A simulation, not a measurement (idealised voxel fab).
process module | voxel lift off
cross-section cut | 175 nm wide | cells 5 nm
A cross-section is a grid of square cells, given in bands from the top down. A band is one or more rows of cells.
Each band's line starts with the height of the band's top and of its bottom, in nm. Then come its materials from left to right, each with its width in nm. One material with "throughout" fills the band from edge to edge. "air" is empty space.
Height 0 is the level under which the wafer as received is all one material. The lowest band goes on downwards, as in "0 down".
A width such as "30 to 40" changes by the same amount from each row of cells to the next, from the band's top row to its bottom row.
"no change" after a step means that no cell of the cross-section changed.
closed voids: empty space of 8 cells or more with no open way to the top, each as width x height at its distance from the left edge, in nm
after a step's settings: what the simulator itself notes on the step
overlay nm, on a step with a mask: how far to the right of its planned place the mask lay; to the left if negative
plan
1 op RECEIVE | material Si
2 op CONFORMAL_DEP | material SiO2 | thk nm 5
3 op PATTERN | tone open | mask id LINES | material resist | width nm 15 | pitch nm 40 | thk nm 20 | overlay nm 0
4 op DIRECTIONAL_DEP | material Ru | thk nm 5
5 op STRIP | etch materials resist
6 op CONFORMAL_DEP | material SiO2 | thk nm 10
varied across the wafers: width nm of step 3. The plan shows the first wafer's value. All wafers start alike
first wafer as received, after step 1
  0 down: Si throughout
  closed voids: none
each wafer at the end: cells of each material gained (+) or lost (-) since it was received, then its closed voids
width nm 15 | +12 Ru | +121 SiO2 | closed voids: none
width nm 20 | +16 Ru | +121 SiO2 | closed voids: none
width nm 25 | +20 Ru | +118 SiO2 | closed voids: none
